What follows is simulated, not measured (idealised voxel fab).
Documented hereafter: the process module known as voxel transistor to metal.
The cross-section shown here is cut; it is 300 nm wide and divided into square cells measuring 5 nm on a side.
Just so we're on the same page, the cross-sections are grids of square cells, and they're listed out in bands top to bottom, each band one or more rows deep.
Read a band's entry like this: the first values are the height of its top and the height of its bottom in nm, and what follows is the sequence of materials from left to right, each with its width in nm. Note that "air" is empty space, and that a single material marked "throughout" reaches across the band from edge to edge.
Zero point of the height axis is 0; under it, received wafer = one material. Lowest band: continues down indefinitely, "0 nm and below".
It should be noted that a width expressed as "30..40" varies in equal increments from row to row of cells within the band, taking the value of the first number at the top row and that of the second number at the bottom row.
It should be understood that the words "no alterations made", when stated for a given step, signify that the cross-section underwent no change in any of its cells during that step.
Under "Sealed-off cavities" you'll find the enclosed gaps, the ones with no way out to the top, that are 8 cells or bigger; each reads width x height at distance, with distance counted from the left edge, everything in nm.
Anything after a step's settings on that line? It's the simulator's own note about the step.
overlay nm, on a step with a mask: how far to the right of its planned place the mask lay; to the left if negative

# The planned process steps are enumerated hereunder
1. RECEIVE with material Si
2. OXIDIZE with depth nm 5
3. CONFORMAL_DEP with material SiN, thk nm 15
4. MASKED_ETCH with tone cover, mask id ACTIVE, width nm 105, pitch nm 125, etch materials SiN, depth nm 15, overlay nm 0
5. MASKED_ETCH with tone cover, mask id ACTIVE, width nm 105, pitch nm 125, etch materials SiO2, depth nm 5, overlay nm 0
6. MASKED_ETCH with tone cover, mask id ACTIVE, width nm 105, pitch nm 125, etch materials Si, depth nm 35, overlay nm 0
7. FILL_DEP with material SiO2, thk nm 5
8. CMP with height nm 15
9. SELECTIVE_ETCH with etch materials SiO2, depth nm 15
10. STRIP with etch materials SiN
11. SELECTIVE_ETCH with etch materials SiO2, depth nm 5
12. OXIDIZE with depth nm 5
13. DIRECTIONAL_DEP with material polySi, thk nm 20
14. DIRECTIONAL_DEP with material SiCN, thk nm 15
15. MASKED_ETCH with tone cover, mask id GATE, width nm 25, pitch nm 125, etch materials SiCN, depth nm 25, overlay nm 0
16. MASKED_ETCH with tone cover, mask id GATE, width nm 25, pitch nm 125, etch materials polySi, depth nm 30, overlay nm 0
17. CONFORMAL_DEP with material SiN, thk nm 10
18. DIRECTIONAL_ETCH with etch materials SiN, depth nm 10
19. DIRECTIONAL_ETCH with etch materials SiO2, depth nm 5
20. DIRECTIONAL_ETCH with etch materials Si, depth nm 15
21. EPI with material pSi, thk nm 20
22. FILL_DEP with material SiO2, thk nm 10
23. CMP with height nm 30
24. DIRECTIONAL_DEP with material SiO2, thk nm 15
25. PATTERN with tone open, mask id CONTACT, material resist, width nm 15, thk nm 15, overlay nm 0
26. DIRECTIONAL_ETCH with etch materials SiO2, depth nm 35
27. STRIP with etch materials resist
28. CONFORMAL_DEP with material TiN, thk nm 5
29. FILL_DEP with material Ru, thk nm 10
30. CMP with height nm 45
31. CONFORMAL_DEP with material SiCN, thk nm 5
32. DIRECTIONAL_DEP with material lowk, thk nm 20
33. DIRECTIONAL_DEP with material aC, thk nm 10
34. PATTERN with tone open, mask id METAL_1, material resist, width nm 15, thk nm 25, overlay nm 0
35. DIRECTIONAL_ETCH with etch materials aC, depth nm 10
36. STRIP with etch materials resist
37. DIRECTIONAL_ETCH with etch materials lowk, depth nm 20
38. DIRECTIONAL_ETCH with etch materials SiCN, depth nm 5
39. STRIP with etch materials aC
40. CONFORMAL_DEP with material TiN, thk nm 5
41. FILL_DEP with material W, thk nm 10
42. CMP with height nm 70
43. CONFORMAL_DEP with material SiN, thk nm 5

# Delivered wafer in cross-section: state after step 1
    0 nm and below | Si throughout
    Sealed-off cavities: none

# Same starting wafer, same plan as above, one mistake in the execution; this is the cross-section at the end of the module
    75 nm to 70 nm | SiN throughout
    70 nm to 50 nm | lowk 45 / TiN 5 / W 5 / TiN 5 / lowk 55 / TiN 5 / W 5 / TiN 5 / lowk 40 / TiN 5 / W 5 / TiN 5 / lowk 55 / TiN 5 / W 5 / TiN 5 / lowk 45
    50 nm to 45 nm | SiCN 45 / TiN 15 / SiCN 55 / TiN 15 / SiCN 40 / TiN 15 / SiCN 55 / TiN 15 / SiCN 45
    45 nm to 30 nm | SiO2 45 / TiN 5 / Ru 5 / TiN 5 / SiO2 55 / TiN 5 / Ru 5 / TiN 5 / SiO2 40 / TiN 5 / Ru 5 / TiN 5 / SiO2 55 / TiN 5 / Ru 5 / TiN 5 / SiO2 45
    30 nm to 15 nm | SiO2 45 / TiN 5 / Ru 5 / TiN 5 / SiO2 10 / SiN 10 / SiCN 20 / SiN 10 / SiO2 5 / TiN 5 / Ru 5 / TiN 5 / SiO2 40 / TiN 5 / Ru 5 / TiN 5 / SiO2 10 / SiN 10 / SiCN 20 / SiN 10 / SiO2 5 / TiN 5 / Ru 5 / TiN 5 / SiO2 45
    15 nm to 10 nm | SiO2 45 / TiN 15 / SiO2 5 / SiN 10 / polySi 25 / SiN 10 / SiO2 5 / TiN 15 / SiO2 40 / TiN 15 / SiO2 5 / SiN 10 / polySi 25 / SiN 10 / SiO2 5 / TiN 15 / SiO2 45
    10 nm to -5 nm | SiO2 45 / pSi 20 / SiN 10 / polySi 25 / SiN 10 / pSi 20 / SiO2 40 / pSi 20 / SiN 10 / polySi 25 / SiN 10 / pSi 20 / SiO2 45
    -5 nm to -10 nm | SiO2 30 / pSi 35 / SiO2 45 / pSi 35 / SiO2 10 / pSi 35 / SiO2 45 / pSi 35 / SiO2 30
    -10 nm to -25 nm | SiO2 35 / pSi 30 / Si 45 / pSi 30 / SiO2 20 / pSi 30 / Si 45 / pSi 30 / SiO2 35
    -25 nm to -40 nm | SiO2 35 / Si 105 / SiO2 20 / Si 105 / SiO2 35
    -40 nm and below | Si throughout
    Sealed-off cavities: none
Deviation from plan: it should be noted that step 15 was executed with settings other than those planned, the operation and settings actually applied being MASKED_ETCH with tone cover, mask id GATE, width nm 20, pitch nm 125, etch materials SiCN, depth nm 25, overlay nm 0
